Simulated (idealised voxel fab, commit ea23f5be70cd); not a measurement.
Name of the process module below: voxel released beams
Section shown: cut. Width: 270 nm. Cell size: 5 nm, square.
Cross-section, as written here: a square-cell grid given band by band from the top down, where a band holds one or more rows of cells.
Top, bottom (nm), then materials left to right with widths (nm); lone material tagged "all across" fills the whole band edge to edge; "air" = empty space.
Height datum 0, below which the as-received substrate wafer is one material. Lowest band open at the bottom, running downward: "from 0 down".
It should be noted that a width expressed as "30 to 40" varies in equal increments from row to row of cells within the band, taking the value of the first number at the top row and that of the second number at the bottom row.
"everything unchanged" -> step changed no cross-section cell.
Closed-off voids of 8+ cells (no open route to the top) go in "Voids, sealed", written width x height at distance from the left edge, in nm.
What comes after the settings on a step's line is commentary from the simulator itself on that step.
The setting "overlay nm" may be written on the line of a step. When the step uses a mask, the value reports how far to the right of the planned place the mask lay, and a negative value reports that it lay to the left.
Process steps foreseen in the plan:
1) op RECEIVE | material Si
2) op CONFORMAL_DEP | material Al2O3 | thk nm 5
3) op DIRECTIONAL_DEP | material SiO2 | thk nm 10
4) op MASKED_ETCH | tone open | mask id ANCHOR | width nm 15 | etch materials SiO2 | depth nm 10 | overlay nm 0
5) op CONFORMAL_DEP | material W | thk nm 10
6) op MASKED_ETCH | tone cover | mask id BEAM | width nm 105 | etch materials W | depth nm 10 | overlay nm 0
7) op STRIP | etch materials SiO2
Variable across wafers: step 4 width nm (plan value is that of the first wafer; starting state common to all).
Cross-section, first of several wafers, as delivered after step 1:
> from 0 down  Si all across
> Voids, sealed: none
The table below has one row for each wafer; a row shows, as of the end of the module, how many cells of each material the wafer has gained, marked (+), or lost, marked (-), since it was received, and then the wafer's closed voids:
width nm 15, +54 Al2O3, +48 W, Voids, sealed: none
width nm 20, +54 Al2O3, +50 W, Voids, sealed: none
width nm 25, +54 Al2O3, +50 W, Voids, sealed: none
width nm 30, +54 Al2O3, +50 W, Voids, sealed: none
width nm 35, +54 Al2O3, +50 W, Voids, sealed: none
width nm 40, +54 Al2O3, +50 W, Voids, sealed: none
